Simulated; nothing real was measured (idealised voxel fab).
process module | voxel plated lines
cross-section cut | 185 nm wide | cells 5 nm
A cross-section is a grid of square cells, given in bands from the top down. A band is one or more rows of cells.
Each band's line starts with the height of the band's top and of its bottom, in nm. Then come its materials from left to right, each with its width in nm. One material with "throughout" fills the band from edge to edge. "air" is empty space.
Height 0 is the level under which the wafer as received is all one material. The lowest band goes on downwards, as in "0 down".
A width such as "30 to 40" changes by the same amount from each row of cells to the next, from the band's top row to its bottom row.
"no change" after a step means that no cell of the cross-section changed.
closed voids: empty space of 8 cells or more with no open way to the top, each as width x height at its distance from the left edge, in nm
after a step's settings: what the simulator itself notes on the step
overlay nm, on a step with a mask: how far to the right of its planned place the mask lay; to the left if negative
plan
1 op RECEIVE | material Si
2 op CONFORMAL_DEP | material Al2O3 | thk nm 15
3 op DIRECTIONAL_DEP | material TiN | thk nm 5
4 op PATTERN | tone open | mask id LINES | material resist | width nm 20 | pitch nm 35 | thk nm 15 | overlay nm 0
5 op EPI | material Ru | thk nm 5
6 op STRIP | etch materials resist
7 op DIRECTIONAL_ETCH | etch materials TiN | depth nm 5
8 op CONFORMAL_DEP | material SiO2 | thk nm 5
as received, after step 1
  0 down: Si throughout
  closed voids: none
first wafer at the end, as planned
  30 to 25: air 40 | SiO2 30 | air 5 | SiO2 30 | air 5 | SiO2 30 | air 45
  25 to 20: air 40 | SiO2 5 | Ru 20 | SiO2 5 | air 5 | SiO2 5 | Ru 20 | SiO2 5 | air 5 | SiO2 5 | Ru 20 | SiO2 5 | air 45
  20 to 15: SiO2 45 | TiN 20 | SiO2 15 | TiN 20 | SiO2 15 | TiN 20 | SiO2 50
  15 to 0: Al2O3 throughout
  0 down: Si throughout
  closed voids: none
second wafer at the end: like start, like plan, one mistake
  25 to 20: SiO2 throughout
  20 to 5: Al2O3 throughout
  5 to 0: TiN throughout
  0 down: Si throughout
  closed voids: none
what went wrong: steps 2 and 3 were swapped
at the end the second wafer has, in cells: 12 fewer of Ru | 12 fewer of SiO2 | 25 more of TiN
